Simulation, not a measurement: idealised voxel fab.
The name of this process module is voxel self aligned contacts.
The figure presents cross-section cut, which has a width of 165 nm and is divided into square cells with an edge length of 5 nm.
Think of the cross-section as a grid of square cells. We describe it in bands, top to bottom, and each band covers one or more rows of those cells. Read a band's entry like this: the first values are the height of its top and the height of its bottom in nm, and what follows is the sequence of materials from left to right, each with its width in nm. Note that "empty" is empty space, and that a single material marked "edge to edge" reaches across the band from edge to edge. Heights are reckoned from 0. Under this level, the received wafer is all of one material. The bottommost band is open-ended downward, for example "0 -> down". Width spec "30..40" -> top row of cells at first value, bottom row at second value, equal per-row change in between. It should be understood that the words "stayed the same", when stated for a given step, signify that the cross-section underwent no change in any of its cells during that step. Each empty space that has no open way to the top and spans at least 8 cells appears under "Closed empty spaces" as width x height at distance, the distance counted from the left edge, all in nm. On a step's line, text after the settings is the simulator commenting on that step. If you see "overlay nm" on a step's line and that step has a mask, it's telling you how far right of where it was planned the mask ended up; a negative number means it went left instead.
Intended process steps:
- 1: RECEIVE (material Si)
- 2: OXIDIZE (depth nm 5)
- 3: DIRECTIONAL_DEP (material polySi; thk nm 30)
- 4: DIRECTIONAL_DEP (material SiN; thk nm 15)
- 5: PATTERN (tone cover; mask id GATE; material resist; width nm 30; pitch nm 60; thk nm 15; overlay nm 0)
- 6: DIRECTIONAL_ETCH (etch materials SiN; depth nm 15)
- 7: DIRECTIONAL_ETCH (etch materials polySi; depth nm 30)
- 8: STRIP (etch materials resist)
- 9: CONFORMAL_DEP (material SiN; thk nm 5)
- 10: DIRECTIONAL_ETCH (etch materials SiN; depth nm 5)
- 11: FILL_DEP (material SiO2; thk nm 20)
- 12: CMP (height nm 55)
- 13: PATTERN (tone open; mask id CONTACT; material resist; width nm 40; thk nm 15; overlay nm 0)
- 14: DIRECTIONAL_ETCH (etch materials SiO2; depth nm 60)
- 15: STRIP (etch materials resist)
- 16: CONFORMAL_DEP (material TiN; thk nm 5)
- 17: FILL_DEP (material Ru; thk nm 10)
- 18: CMP (height nm 55)
- 19: CONFORMAL_DEP (material SiN; thk nm 5)
Account of the first of two wafers, which was processed as intended:
Cross-section of the wafer as it came to us, i.e., already through step 1:
  0 -> down: Si edge to edge
  Closed empty spaces: none
Wafer after step 2 (cross-section):
  0 -> -5: SiO2 edge to edge
  For the remainder of the cross-section, below -5, there is no change.
Wafer after step 3 (cross-section):
  30 -> 0: polySi edge to edge
  For the remainder of the cross-section, below 0, there is no change.
Wafer after step 4 (cross-section):
  45 -> 30: SiN edge to edge
  For the remainder of the cross-section, below 30, there is no change.
Wafer after step 5 (cross-section):
  60 -> 45: empty=35  resist=30  empty=30  resist=30  empty=40
  For the remainder of the cross-section, below 45, there is no change.
Wafer after step 6 (cross-section):
  60 -> 45: empty=35  resist=30  empty=30  resist=30  empty=40
  45 -> 30: empty=35  SiN=30  empty=30  SiN=30  empty=40
  For the remainder of the cross-section, below 30, there is no change.
Wafer after step 7 (cross-section):
  60 -> 45: empty=35  resist=30  empty=30  resist=30  empty=40
  45 -> 30: empty=35  SiN=30  empty=30  SiN=30  empty=40
  30 -> 0: empty=35  polySi=30  empty=30  polySi=30  empty=40
  For the remainder of the cross-section, below 0, there is no change.
Wafer after step 8 (cross-section):
  45 -> 30: empty=35  SiN=30  empty=30  SiN=30  empty=40
  For the remainder of the cross-section, below 30, there is no change.
Wafer after step 9 (cross-section):
  50 -> 30: empty=30  SiN=40  empty=20  SiN=40  empty=35
  30 -> 5: empty=30  SiN=5  polySi=30  SiN=5  empty=20  SiN=5  polySi=30  SiN=5  empty=35
  5 -> 0: SiN=35  polySi=30  SiN=30  polySi=30  SiN=40
  For the remainder of the cross-section, below 0, there is no change.
Wafer after step 10 (cross-section):
  45 -> 30: empty=30  SiN=40  empty=20  SiN=40  empty=35
  30 -> 0: empty=30  SiN=5  polySi=30  SiN=5  empty=20  SiN=5  polySi=30  SiN=5  empty=35
  For the remainder of the cross-section, below 0, there is no change.
Wafer after step 11 (cross-section):
  65 -> 45: SiO2 edge to edge
  45 -> 30: SiO2=30  SiN=40  SiO2=20  SiN=40  SiO2=35
  30 -> 0: SiO2=30  SiN=5  polySi=30  SiN=5  SiO2=20  SiN=5  polySi=30  SiN=5  SiO2=35
  For the remainder of the cross-section, below 0, there is no change.
Wafer after step 12 (cross-section):
  55 -> 45: SiO2 edge to edge
  For the remainder of the cross-section, below 45, there is no change.
Wafer after step 13 (cross-section):
  70 -> 55: resist=60  empty=40  resist=65
  For the remainder of the cross-section, below 55, there is no change.
Wafer after step 14 (cross-section):
  70 -> 55: resist=60  empty=40  resist=65
  55 -> 45: SiO2=60  empty=40  SiO2=65
  45 -> 30: SiO2=30  SiN=40  empty=20  SiN=40  SiO2=35
  30 -> 0: SiO2=30  SiN=5  polySi=30  SiN=5  empty=20  SiN=5  polySi=30  SiN=5  SiO2=35
  0 -> -5: SiO2=70  empty=20  SiO2=75
  For the remainder of the cross-section, below -5, there is no change.
Wafer after step 15 (cross-section):
  55 -> 45: SiO2=60  empty=40  SiO2=65
  For the remainder of the cross-section, below 45, there is no change.
Wafer after step 16 (cross-section):
  60 -> 55: TiN=65  empty=30  TiN=70
  55 -> 45: SiO2=60  TiN=5..15  empty=30..10  TiN=5..15  SiO2=65
  45 -> 30: SiO2=30  SiN=40  TiN=5  empty=10  TiN=5  SiN=40  SiO2=35
  30 -> 0: SiO2=30  SiN=5  polySi=30  SiN=5  TiN=5  empty=10  TiN=5  SiN=5  polySi=30  SiN=5  SiO2=35
  0 -> -5: SiO2=70  TiN=20  SiO2=75
  For the remainder of the cross-section, below -5, there is no change.
Wafer after step 17 (cross-section):
  70 -> 60: Ru edge to edge
  60 -> 55: TiN=65  Ru=30  TiN=70
  55 -> 45: SiO2=60  TiN=5..15  Ru=30..10  TiN=5..15  SiO2=65
  45 -> 30: SiO2=30  SiN=40  TiN=5  Ru=10  TiN=5  SiN=40  SiO2=35
  30 -> 0: SiO2=30  SiN=5  polySi=30  SiN=5  TiN=5  Ru=10  TiN=5  SiN=5  polySi=30  SiN=5  SiO2=35
  For the remainder of the cross-section, below 0, there is no change.
Wafer after step 18 (cross-section):
  55 -> 45: SiO2=60  TiN=5..15  Ru=30..10  TiN=5..15  SiO2=65
  For the remainder of the cross-section, below 45, there is no change.
Wafer after step 19 (cross-section):
  60 -> 55: SiN edge to edge
  For the remainder of the cross-section, below 55, there is no change.
Second of two: same start, same plan, one run error; steps up to and including 4 match the first:
Second wafer at the planned finish of step 5, seen in cross-section:
  60 -> 45: resist=35  empty=30  resist=30  empty=30  resist=40
  For the remainder of the cross-section, below 45, there is no change.
Second wafer at the planned finish of step 6, seen in cross-section:
  60 -> 45: resist=35  empty=30  resist=30  empty=30  resist=40
  45 -> 30: SiN=35  empty=30  SiN=30  empty=30  SiN=40
  For the remainder of the cross-section, below 30, there is no change.
Second wafer at the planned finish of step 7, seen in cross-section:
  60 -> 45: resist=35  empty=30  resist=30  empty=30  resist=40
  45 -> 30: SiN=35  empty=30  SiN=30  empty=30  SiN=40
  30 -> 0: polySi=35  empty=30  polySi=30  empty=30  polySi=40
  For the remainder of the cross-section, below 0, there is no change.
Second wafer at the planned finish of step 8, seen in cross-section:
  45 -> 30: SiN=35  empty=30  SiN=30  empty=30  SiN=40
  For the remainder of the cross-section, below 30, there is no change.
Second wafer at the planned finish of step 9, seen in cross-section:
  50 -> 30: SiN=40  empty=20  SiN=40  empty=20  SiN=45
  30 -> 5: polySi=35  SiN=5  empty=20  SiN=5  polySi=30  SiN=5  empty=20  SiN=5  polySi=40
  5 -> 0: polySi=35  SiN=30  polySi=30  SiN=30  polySi=40
  For the remainder of the cross-section, below 0, there is no change.
Second wafer at the planned finish of step 10, seen in cross-section:
  45 -> 30: SiN=40  empty=20  SiN=40  empty=20  SiN=45
  30 -> 0: polySi=35  SiN=5  empty=20  SiN=5  polySi=30  SiN=5  empty=20  SiN=5  polySi=40
  For the remainder of the cross-section, below 0, there is no change.
Second wafer at the planned finish of step 11, seen in cross-section:
  65 -> 45: SiO2 edge to edge
  45 -> 30: SiN=40  SiO2=20  SiN=40  SiO2=20  SiN=45
  30 -> 0: polySi=35  SiN=5  SiO2=20  SiN=5  polySi=30  SiN=5  SiO2=20  SiN=5  polySi=40
  For the remainder of the cross-section, below 0, there is no change.
Second wafer at the planned finish of step 12, seen in cross-section:
  55 -> 45: SiO2 edge to edge
  For the remainder of the cross-section, below 45, there is no change.
Second wafer at the planned finish of step 13, seen in cross-section:
  70 -> 55: resist=60  empty=40  resist=65
  For the remainder of the cross-section, below 55, there is no change.
Second wafer at the planned finish of step 14, seen in cross-section:
  70 -> 55: resist=60  empty=40  resist=65
  55 -> 45: SiO2=60  empty=40  SiO2=65
  For the remainder of the cross-section, below 45, there is no change.
Second wafer at the planned finish of step 15, seen in cross-section:
  55 -> 45: SiO2=60  empty=40  SiO2=65
  For the remainder of the cross-section, below 45, there is no change.
Second wafer at the planned finish of step 16, seen in cross-section:
  60 -> 55: TiN=65  empty=30  TiN=70
  55 -> 50: SiO2=60  TiN=5  empty=30  TiN=5  SiO2=65
  50 -> 45: SiO2=60  TiN=40  SiO2=65
  For the remainder of the cross-section, below 45, there is no change.
Second wafer at the planned finish of step 17, seen in cross-section:
  70 -> 60: Ru edge to edge
  60 -> 55: TiN=65  Ru=30  TiN=70
  55 -> 50: SiO2=60  TiN=5  Ru=30  TiN=5  SiO2=65
  For the remainder of the cross-section, below 50, there is no change.
Second wafer at the planned finish of step 18, seen in cross-section:
  55 -> 50: SiO2=60  TiN=5  Ru=30  TiN=5  SiO2=65
  For the remainder of the cross-section, below 50, there is no change.
Second wafer at the planned finish of step 19, seen in cross-section:
  60 -> 55: SiN edge to edge
  For the remainder of the cross-section, below 55, there is no change.
Against the plan, the run slipped here: it should be noted that step 5 was executed with settings other than those planned, the operation and settings actually applied being PATTERN (tone open; mask id GATE; material resist; width nm 30; pitch nm 60; thk nm 15; overlay nm 0)
Counted in cells at the end, the second wafer holds more or fewer of these materials than the first: -20 Ru; +27 SiN; -41 SiO2; -20 TiN; +54 polySi
